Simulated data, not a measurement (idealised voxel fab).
process module | voxel transistor to metal
cross-section cut | 160 nm wide | cells 5 nm
A cross-section is a grid of square cells, given in bands from the top down. A band is one or more rows of cells.
Each band's line starts with the height of the band's top and of its bottom, in nm. Then come its materials from left to right, each with its width in nm. One material with "throughout" fills the band from edge to edge. "air" is empty space.
Height 0 is the level under which the wafer as received is all one material. The lowest band goes on downwards, as in "0 down".
A width such as "30 to 40" changes by the same amount from each row of cells to the next, from the band's top row to its bottom row.
"no change" after a step means that no cell of the cross-section changed.
closed voids: empty space of 8 cells or more with no open way to the top, each as width x height at its distance from the left edge, in nm
after a step's settings: what the simulator itself notes on the step
overlay nm, on a step with a mask: how far to the right of its planned place the mask lay; to the left if negative
plan
1 op RECEIVE | material Si
2 op CONFORMAL_DEP | material SiO2 | thk nm 5
3 op CONFORMAL_DEP | material SiN | thk nm 10
4 op MASKED_ETCH | tone cover | mask id ACTIVE | width nm 125 | etch materials SiN | depth nm 10 | overlay nm 0
5 op MASKED_ETCH | tone cover | mask id ACTIVE | width nm 125 | etch materials SiO2 | depth nm 5 | overlay nm 0
6 op MASKED_ETCH | tone cover | mask id ACTIVE | width nm 125 | etch materials Si | depth nm 20 | overlay nm 0
7 op OXIDIZE | depth nm 5
8 op FILL_DEP | material SiO2 | thk nm 5
9 op CMP | height nm 15
10 op SELECTIVE_ETCH | etch materials SiO2 | depth nm 10
11 op STRIP | etch materials SiN
12 op SELECTIVE_ETCH | etch materials SiO2 | depth nm 5
13 op OXIDIZE | depth nm 5
14 op DIRECTIONAL_DEP | material polySi | thk nm 25
15 op DIRECTIONAL_DEP | material SiCN | thk nm 15
16 op PATTERN | tone cover | mask id GATE | material resist | width nm 35 | thk nm 15 | overlay nm 0
17 op DIRECTIONAL_ETCH | etch materials SiCN | depth nm 25
18 op DIRECTIONAL_ETCH | etch materials polySi | depth nm 35
19 op STRIP | etch materials resist
20 op CONFORMAL_DEP | material SiO2 | thk nm 5
21 op DIRECTIONAL_ETCH | etch materials SiO2 | depth nm 5
22 op CONFORMAL_DEP | material SiN | thk nm 10
23 op DIRECTIONAL_ETCH | etch materials SiN | depth nm 10
24 op DIRECTIONAL_ETCH | etch materials SiO2 | depth nm 5
25 op EPI | material SiGe | thk nm 5
26 op FILL_DEP | material SiO2 | thk nm 5
27 op CMP | height nm 25
28 op STRIP | etch materials polySi
29 op SELECTIVE_ETCH | etch materials SiO2 | depth nm 5
30 op CONFORMAL_DEP | material HfO2 | thk nm 5
31 op CONFORMAL_DEP | material TiN | thk nm 5
32 op FILL_DEP | material W | thk nm 10
33 op CMP | height nm 20
34 op DIRECTIONAL_DEP | material SiO2 | thk nm 15
35 op MASKED_ETCH | tone open | mask id CONTACT | width nm 20 | pitch nm 85 | etch materials SiO2 | depth nm 35 | overlay nm 0
36 op CONFORMAL_DEP | material TiN | thk nm 5
37 op FILL_DEP | material Ru | thk nm 5
38 op CMP | height nm 35
39 op CONFORMAL_DEP | material SiCN | thk nm 5
40 op DIRECTIONAL_DEP | material SiO2 | thk nm 20
41 op DIRECTIONAL_DEP | material aC | thk nm 10
42 op PATTERN | tone open | mask id METAL_1 | material resist | width nm 20 | pitch nm 85 | thk nm 25 | overlay nm 0
43 op DIRECTIONAL_ETCH | etch materials aC | depth nm 10
44 op STRIP | etch materials resist
45 op DIRECTIONAL_ETCH | etch materials SiO2 | depth nm 20
46 op DIRECTIONAL_ETCH | etch materials SiCN | depth nm 5
47 op STRIP | etch materials aC
48 op CONFORMAL_DEP | material TiN | thk nm 5
49 op FILL_DEP | material Cu | thk nm 5
50 op CMP | height nm 60
51 op CONFORMAL_DEP | material SiCN | thk nm 5
52 op DIRECTIONAL_DEP | material lowk | thk nm 25
53 op PATTERN | tone open | mask id METAL_2 | material resist | width nm 20 | pitch nm 85 | thk nm 20 | overlay nm 0
54 op DIRECTIONAL_ETCH | etch materials lowk | depth nm 15
55 op STRIP | etch materials resist
56 op MASKED_ETCH | tone open | mask id METAL_2_HOLES | width nm 15 | pitch nm 85 | etch materials lowk | depth nm 10 | overlay nm 0
57 op MASKED_ETCH | tone open | mask id METAL_2_HOLES | width nm 15 | pitch nm 85 | etch materials SiCN | depth nm 5 | overlay nm 0
58 op CONFORMAL_DEP | material TiN | thk nm 5
59 op FILL_DEP | material Cu | thk nm 10
60 op CMP | height nm 90
61 op CONFORMAL_DEP | material SiN | thk nm 5
as received, after step 1
  0 down: Si throughout
  closed voids: none
a wafer at the end: this start, this plan, one mistake
  95 to 90: SiN throughout
  90 to 85: SiCN 25 | TiN 15 | SiCN 70 | TiN 15 | SiCN 35
  85 to 60: lowk throughout
  60 to 40: SiO2 25 | TiN 5 | Cu 10 | TiN 5 | SiO2 65 | TiN 5 | Cu 10 | TiN 5 | SiO2 30
  40 to 35: SiCN 25 | TiN 20 | SiCN 65 | TiN 20 | SiCN 30
  35 to 20: SiO2 25 | TiN 5 | Ru 10 | TiN 5 | SiO2 65 | TiN 5 | Ru 10 | TiN 5 | SiO2 30
  20 to 5: SiO2 25 | TiN 5 | Ru 10 | TiN 5 | SiN 10 | HfO2 5 | TiN 5 | W 25 | TiN 5 | HfO2 5 | SiN 10 | TiN 5 | Ru 10 | TiN 5 | SiO2 30
  5 to 0: SiO2 25 | TiN 20 | SiN 10 | HfO2 5 | TiN 35 | HfO2 5 | SiN 10 | TiN 20 | SiO2 30
  0 to -5: SiO2 15 | SiGe 30 | SiO2 10 | HfO2 45 | SiO2 10 | SiGe 30 | SiO2 20
  -5 to -25: SiO2 20 | Si 115 | SiO2 25
  -25 down: Si throughout
  closed voids: none
what went wrong: steps 51 and 52 were swapped
